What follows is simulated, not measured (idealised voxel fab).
Proc. module: voxel transistor to metal
Section cut is 185 nm wide and gridded with 5 nm square cells.
Reading order for cross-sections: top band down to bottom band. Underlying form: a grid of square cells. Band size: one or more rows of cells.
Look at the band entry: it leads with the top's height and the bottom's height in nm. Then it lists the materials left to right, with a width in nm for each. The word "throughout" on a single material says that material fills the band edge to edge. The word "blank" is empty space.
Height 0 is the level under which the wafer as received is all one material. The lowest band goes on downwards, as in "0 -> down".
Width: "30->40" (first number = top row, second number = bottom row, same change from row to row of cells).
Where the words "nothing was modified" appear for a step, the cross-section shows no cell changed by that step; every cell remained as before.
"Unvented internal voids" - sealed voids, min. 8 cells, no opening to top; format: width x height at distance (distance from left edge; nm throughout).
Where a step's line continues beyond its settings, the continuation is a remark by the simulator itself on that step.
overlay nm, on a step with a mask: how far to the right of its planned place the mask lay; to the left if negative

The steps planned for the process are as follows:
1. RECEIVE, material Si
2. OXIDIZE, depth nm 5
3. CONFORMAL_DEP, material SiN, thk nm 10
4. MASKED_ETCH, tone cover, mask id ACTIVE, width nm 100, etch materials SiN, depth nm 10, overlay nm 0
5. MASKED_ETCH, tone cover, mask id ACTIVE, width nm 100, etch materials SiO2, depth nm 5, overlay nm 0
6. MASKED_ETCH, tone cover, mask id ACTIVE, width nm 100, etch materials Si, depth nm 20, overlay nm 0
7. OXIDIZE, depth nm 5
8. FILL_DEP, material SiO2, thk nm 10
9. CMP, height nm 10
10. SELECTIVE_ETCH, etch materials SiO2, depth nm 10
11. STRIP, etch materials SiN
12. SELECTIVE_ETCH, etch materials SiO2, depth nm 5
13. OXIDIZE, depth nm 5
14. DIRECTIONAL_DEP, material polySi, thk nm 25
15. DIRECTIONAL_DEP, material SiCN, thk nm 15
16. PATTERN, tone cover, mask id GATE, material resist, width nm 20, thk nm 20, overlay nm 0
17. DIRECTIONAL_ETCH, etch materials SiCN, depth nm 25
18. DIRECTIONAL_ETCH, etch materials polySi, depth nm 35
19. STRIP, etch materials resist
20. CONFORMAL_DEP, material SiN, thk nm 5
21. DIRECTIONAL_ETCH, etch materials SiN, depth nm 5
22. DIRECTIONAL_ETCH, etch materials SiO2, depth nm 5
23. DIRECTIONAL_ETCH, etch materials Si, depth nm 10
24. EPI, material nSi, thk nm 15
25. FILL_DEP, material SiO2, thk nm 10
26. CMP, height nm 35
27. DIRECTIONAL_DEP, material SiO2, thk nm 15
28. DIRECTIONAL_DEP, material aC, thk nm 10
29. PATTERN, tone open, mask id CONTACT, material resist, width nm 15, pitch nm 75, thk nm 25, overlay nm 0
30. DIRECTIONAL_ETCH, etch materials aC, depth nm 10
31. STRIP, etch materials resist
32. DIRECTIONAL_ETCH, etch materials SiO2, depth nm 55
33. STRIP, etch materials aC
34. CONFORMAL_DEP, material TiN, thk nm 5
35. FILL_DEP, material W, thk nm 10
36. CMP, height nm 50
37. CONFORMAL_DEP, material SiCN, thk nm 5
38. DIRECTIONAL_DEP, material lowk, thk nm 25
39. PATTERN, tone open, mask id METAL_1, material resist, width nm 15, pitch nm 75, thk nm 20, overlay nm 0
40. DIRECTIONAL_ETCH, etch materials lowk, depth nm 25
41. DIRECTIONAL_ETCH, etch materials SiCN, depth nm 5
42. STRIP, etch materials resist
43. CONFORMAL_DEP, material TiN, thk nm 5
44. FILL_DEP, material Ru, thk nm 5
45. CMP, height nm 80
46. CONFORMAL_DEP, material SiN, thk nm 5

First of two wafers, with the run carried out as planned:

Cross-section: wafer on arrival = after step 1:
- 0 -> down | Si throughout
- Unvented internal voids: none

Cross-section of the wafer after step 2:
- 0 -> -5 | SiO2 throughout
- Note: structure below -5 unchanged.

Cross-section of the wafer after step 3:
- 10 -> 0 | SiN throughout
- Note: structure below 0 unchanged.

Cross-section of the wafer after step 4:
- 10 -> 0 | blank: 40  SiN: 100  blank: 45
- Note: structure below 0 unchanged.

Cross-section of the wafer after step 5:
- 10 -> 0 | blank: 40  SiN: 100  blank: 45
- 0 -> -5 | blank: 40  SiO2: 100  blank: 45
- Note: structure below -5 unchanged.

Cross-section of the wafer after step 6:
- 10 -> 0 | blank: 40  SiN: 100  blank: 45
- 0 -> -5 | blank: 40  SiO2: 100  blank: 45
- -5 -> -25 | blank: 40  Si: 100  blank: 45
- Note: structure below -25 unchanged.

Cross-section of the wafer after step 7:
- 10 -> 0 | blank: 40  SiN: 100  blank: 45
- 0 -> -5 | blank: 40  SiO2: 100  blank: 45
- -5 -> -25 | blank: 40  SiO2: 5  Si: 90  SiO2: 5  blank: 45
- -25 -> -30 | SiO2: 45  Si: 90  SiO2: 50
- Note: structure below -30 unchanged.

Cross-section of the wafer after step 8:
- 20 -> 10 | SiO2 throughout
- 10 -> 0 | SiO2: 40  SiN: 100  SiO2: 45
- 0 -> -5 | SiO2 throughout
- -5 -> -30 | SiO2: 45  Si: 90  SiO2: 50
- Note: structure below -30 unchanged.

Cross-section of the wafer after step 9:
- 10 -> 0 | SiO2: 40  SiN: 100  SiO2: 45
- Note: structure below 0 unchanged.

Cross-section of the wafer after step 10:
- 10 -> 0 | blank: 40  SiN: 100  blank: 45
- Note: structure below 0 unchanged.

Cross-section of the wafer after step 11:
- 0 -> -5 | SiO2 throughout
- Note: structure below -5 unchanged.

Cross-section of the wafer after step 12:
- -5 -> -30 | SiO2: 45  Si: 90  SiO2: 50
- Note: structure below -30 unchanged.

Cross-section of the wafer after step 13:
- -5 -> -10 | SiO2 throughout
- Note: structure below -10 unchanged.

Cross-section of the wafer after step 14:
- 20 -> -5 | polySi throughout
- Note: structure below -5 unchanged.

Cross-section of the wafer after step 15:
- 35 -> 20 | SiCN throughout
- Note: structure below 20 unchanged.

Cross-section of the wafer after step 16:
- 55 -> 35 | blank: 80  resist: 20  blank: 85
- Note: structure below 35 unchanged.

Cross-section of the wafer after step 17:
- 55 -> 35 | blank: 80  resist: 20  blank: 85
- 35 -> 20 | blank: 80  SiCN: 20  blank: 85
- Note: structure below 20 unchanged.

Cross-section of the wafer after step 18:
- 55 -> 35 | blank: 80  resist: 20  blank: 85
- 35 -> 20 | blank: 80  SiCN: 20  blank: 85
- 20 -> -5 | blank: 80  polySi: 20  blank: 85
- Note: structure below -5 unchanged.

Cross-section of the wafer after step 19:
- 35 -> 20 | blank: 80  SiCN: 20  blank: 85
- Note: structure below 20 unchanged.

Cross-section of the wafer after step 20:
- 40 -> 35 | blank: 75  SiN: 30  blank: 80
- 35 -> 20 | blank: 75  SiN: 5  SiCN: 20  SiN: 5  blank: 80
- 20 -> 0 | blank: 75  SiN: 5  polySi: 20  SiN: 5  blank: 80
- 0 -> -5 | SiN: 80  polySi: 20  SiN: 85
- Note: structure below -5 unchanged.

Cross-section of the wafer after step 21:
- 35 -> 20 | blank: 75  SiN: 5  SiCN: 20  SiN: 5  blank: 80
- 20 -> -5 | blank: 75  SiN: 5  polySi: 20  SiN: 5  blank: 80
- Note: structure below -5 unchanged.

Cross-section of the wafer after step 22:
- 35 -> 20 | blank: 75  SiN: 5  SiCN: 20  SiN: 5  blank: 80
- 20 -> -5 | blank: 75  SiN: 5  polySi: 20  SiN: 5  blank: 80
- -5 -> -10 | blank: 75  SiO2: 30  blank: 80
- Note: structure below -10 unchanged.

Cross-section of the wafer after step 23:
- 35 -> 20 | blank: 75  SiN: 5  SiCN: 20  SiN: 5  blank: 80
- 20 -> -5 | blank: 75  SiN: 5  polySi: 20  SiN: 5  blank: 80
- -5 -> -10 | blank: 75  SiO2: 30  blank: 80
- -10 -> -20 | SiO2: 45  blank: 30  Si: 30  blank: 30  SiO2: 50
- Note: structure below -20 unchanged.

Cross-section of the wafer after step 24:
- 35 -> 20 | blank: 75  SiN: 5  SiCN: 20  SiN: 5  blank: 80
- 20 -> 5 | blank: 75  SiN: 5  polySi: 20  SiN: 5  blank: 80
- 5 -> -5 | blank: 60  nSi: 15  SiN: 5  polySi: 20  SiN: 5  nSi: 15  blank: 65
- -5 -> -10 | blank: 40  nSi: 35  SiO2: 30  nSi: 35  blank: 45
- -10 -> -20 | SiO2: 45  nSi: 30  Si: 30  nSi: 30  SiO2: 50
- Note: structure below -20 unchanged.

Cross-section of the wafer after step 25:
- 45 -> 35 | SiO2 throughout
- 35 -> 20 | SiO2: 75  SiN: 5  SiCN: 20  SiN: 5  SiO2: 80
- 20 -> 5 | SiO2: 75  SiN: 5  polySi: 20  SiN: 5  SiO2: 80
- 5 -> -5 | SiO2: 60  nSi: 15  SiN: 5  polySi: 20  SiN: 5  nSi: 15  SiO2: 65
- -5 -> -10 | SiO2: 40  nSi: 35  SiO2: 30  nSi: 35  SiO2: 45
- Note: structure below -10 unchanged.

Cross-section of the wafer after step 26:
- 35 -> 20 | SiO2: 75  SiN: 5  SiCN: 20  SiN: 5  SiO2: 80
- Note: structure below 20 unchanged.

Cross-section of the wafer after step 27:
- 50 -> 35 | SiO2 throughout
- Note: structure below 35 unchanged.

Cross-section of the wafer after step 28:
- 60 -> 50 | aC throughout
- Note: structure below 50 unchanged.

Cross-section of the wafer after step 29:
- 85 -> 60 | resist: 45  blank: 15  resist: 60  blank: 15  resist: 50
- Note: structure below 60 unchanged.

Cross-section of the wafer after step 30:
- 75 -> 60 | resist: 45  blank: 15  resist: 60  blank: 15  resist: 50
- 60 -> 50 | aC: 45  blank: 15  aC: 60  blank: 15  aC: 50
- Note: structure below 50 unchanged.

Cross-section of the wafer after step 31:
- 60 -> 50 | aC: 45  blank: 15  aC: 60  blank: 15  aC: 50
- Note: structure below 50 unchanged.

Cross-section of the wafer after step 32:
- 60 -> 50 | aC: 45  blank: 15  aC: 60  blank: 15  aC: 50
- 50 -> 35 | SiO2: 45  blank: 15  SiO2: 60  blank: 15  SiO2: 50
- 35 -> 20 | SiO2: 45  blank: 15  SiO2: 15  SiN: 5  SiCN: 20  SiN: 5  SiO2: 15  blank: 15  SiO2: 50
- 20 -> 5 | SiO2: 45  blank: 15  SiO2: 15  SiN: 5  polySi: 20  SiN: 5  SiO2: 15  blank: 15  SiO2: 50
- 5 -> -5 | SiO2: 45  blank: 15  nSi: 15  SiN: 5  polySi: 20  SiN: 5  nSi: 15  blank: 15  SiO2: 50
- Note: structure below -5 unchanged.

Cross-section of the wafer after step 33:
- 50 -> 35 | SiO2: 45  blank: 15  SiO2: 60  blank: 15  SiO2: 50
- Note: structure below 35 unchanged.

Cross-section of the wafer after step 34:
- 55 -> 50 | TiN: 50  blank: 5  TiN: 70  blank: 5  TiN: 55
- 50 -> 35 | SiO2: 45  TiN: 5  blank: 5  TiN: 5  SiO2: 60  TiN: 5  blank: 5  TiN: 5  SiO2: 50
- 35 -> 20 | SiO2: 45  TiN: 5  blank: 5  TiN: 5  SiO2: 15  SiN: 5  SiCN: 20  SiN: 5  SiO2: 15  TiN: 5  blank: 5  TiN: 5  SiO2: 50
- 20 -> 5 | SiO2: 45  TiN: 5  blank: 5  TiN: 5  SiO2: 15  SiN: 5  polySi: 20  SiN: 5  SiO2: 15  TiN: 5  blank: 5  TiN: 5  SiO2: 50
- 5 -> 0 | SiO2: 45  TiN: 5  blank: 5  TiN: 5  nSi: 15  SiN: 5  polySi: 20  SiN: 5  nSi: 15  TiN: 5  blank: 5  TiN: 5  SiO2: 50
- 0 -> -5 | SiO2: 45  TiN: 15  nSi: 15  SiN: 5  polySi: 20  SiN: 5  nSi: 15  TiN: 15  SiO2: 50
- Note: structure below -5 unchanged.

Cross-section of the wafer after step 35:
- 65 -> 55 | W throughout
- 55 -> 50 | TiN: 50  W: 5  TiN: 70  W: 5  TiN: 55
- 50 -> 35 | SiO2: 45  TiN: 5  W: 5  TiN: 5  SiO2: 60  TiN: 5  W: 5  TiN: 5  SiO2: 50
- 35 -> 20 | SiO2: 45  TiN: 5  W: 5  TiN: 5  SiO2: 15  SiN: 5  SiCN: 20  SiN: 5  SiO2: 15  TiN: 5  W: 5  TiN: 5  SiO2: 50
- 20 -> 5 | SiO2: 45  TiN: 5  W: 5  TiN: 5  SiO2: 15  SiN: 5  polySi: 20  SiN: 5  SiO2: 15  TiN: 5  W: 5  TiN: 5  SiO2: 50
- 5 -> 0 | SiO2: 45  TiN: 5  W: 5  TiN: 5  nSi: 15  SiN: 5  polySi: 20  SiN: 5  nSi: 15  TiN: 5  W: 5  TiN: 5  SiO2: 50
- Note: structure below 0 unchanged.

Cross-section of the wafer after step 36:
- 50 -> 35 | SiO2: 45  TiN: 5  W: 5  TiN: 5  SiO2: 60  TiN: 5  W: 5  TiN: 5  SiO2: 50
- Note: structure below 35 unchanged.

Cross-section of the wafer after step 37:
- 55 -> 50 | SiCN throughout
- Note: structure below 50 unchanged.

Cross-section of the wafer after step 38:
- 80 -> 55 | lowk throughout
- Note: structure below 55 unchanged.

Cross-section of the wafer after step 39:
- 100 -> 80 | resist: 45  blank: 15  resist: 60  blank: 15  resist: 50
- Note: structure below 80 unchanged.

Cross-section of the wafer after step 40:
- 100 -> 80 | resist: 45  blank: 15  resist: 60  blank: 15  resist: 50
- 80 -> 55 | lowk: 45  blank: 15  lowk: 60  blank: 15  lowk: 50
- Note: structure below 55 unchanged.

Cross-section of the wafer after step 41:
- 100 -> 80 | resist: 45  blank: 15  resist: 60  blank: 15  resist: 50
- 80 -> 55 | lowk: 45  blank: 15  lowk: 60  blank: 15  lowk: 50
- 55 -> 50 | SiCN: 45  blank: 15  SiCN: 60  blank: 15  SiCN: 50
- Note: structure below 50 unchanged.

Cross-section of the wafer after step 42:
- 80 -> 55 | lowk: 45  blank: 15  lowk: 60  blank: 15  lowk: 50
- Note: structure below 55 unchanged.

Cross-section of the wafer after step 43:
- 85 -> 80 | TiN: 50  blank: 5  TiN: 70  blank: 5  TiN: 55
- 80 -> 55 | lowk: 45  TiN: 5  blank: 5  TiN: 5  lowk: 60  TiN: 5  blank: 5  TiN: 5  lowk: 50
- 55 -> 50 | SiCN: 45  TiN: 15  SiCN: 60  TiN: 15  SiCN: 50
- Note: structure below 50 unchanged.

Cross-section of the wafer after step 44:
- 90 -> 85 | Ru throughout
- 85 -> 80 | TiN: 50  Ru: 5  TiN: 70  Ru: 5  TiN: 55
- 80 -> 55 | lowk: 45  TiN: 5  Ru: 5  TiN: 5  lowk: 60  TiN: 5  Ru: 5  TiN: 5  lowk: 50
- Note: structure below 55 unchanged.

Cross-section of the wafer after step 45:
- 80 -> 55 | lowk: 45  TiN: 5  Ru: 5  TiN: 5  lowk: 60  TiN: 5  Ru: 5  TiN: 5  lowk: 50
- Note: structure below 55 unchanged.

Cross-section of the wafer after step 46:
- 85 -> 80 | SiN throughout
- Note: structure below 80 unchanged.

The second wafer: identical to the first at the outset and in its planned sequence, differing only in that one mistake was made during processing; up to and including step 44, its path is the first wafer's path:

X-section, second wafer, when step 45 was due to finish:
- 75 -> 55 | lowk: 45  TiN: 5  Ru: 5  TiN: 5  lowk: 60  TiN: 5  Ru: 5  TiN: 5  lowk: 50
- Note: structure below 55 unchanged.

X-section, second wafer, when step 46 was due to finish:
- 80 -> 75 | SiN throughout
- Note: structure below 75 unchanged.
Which mistake was made when the wafer was run? step 45 was processed under conditions differing from the plan, specifically as CMP, height nm 75
It is noted that, at the conclusion of processing, the second wafer exhibits a higher or lower cell count for certain materials relative to the first: 2 fewer of Ru, 4 fewer of TiN, 31 fewer of lowk
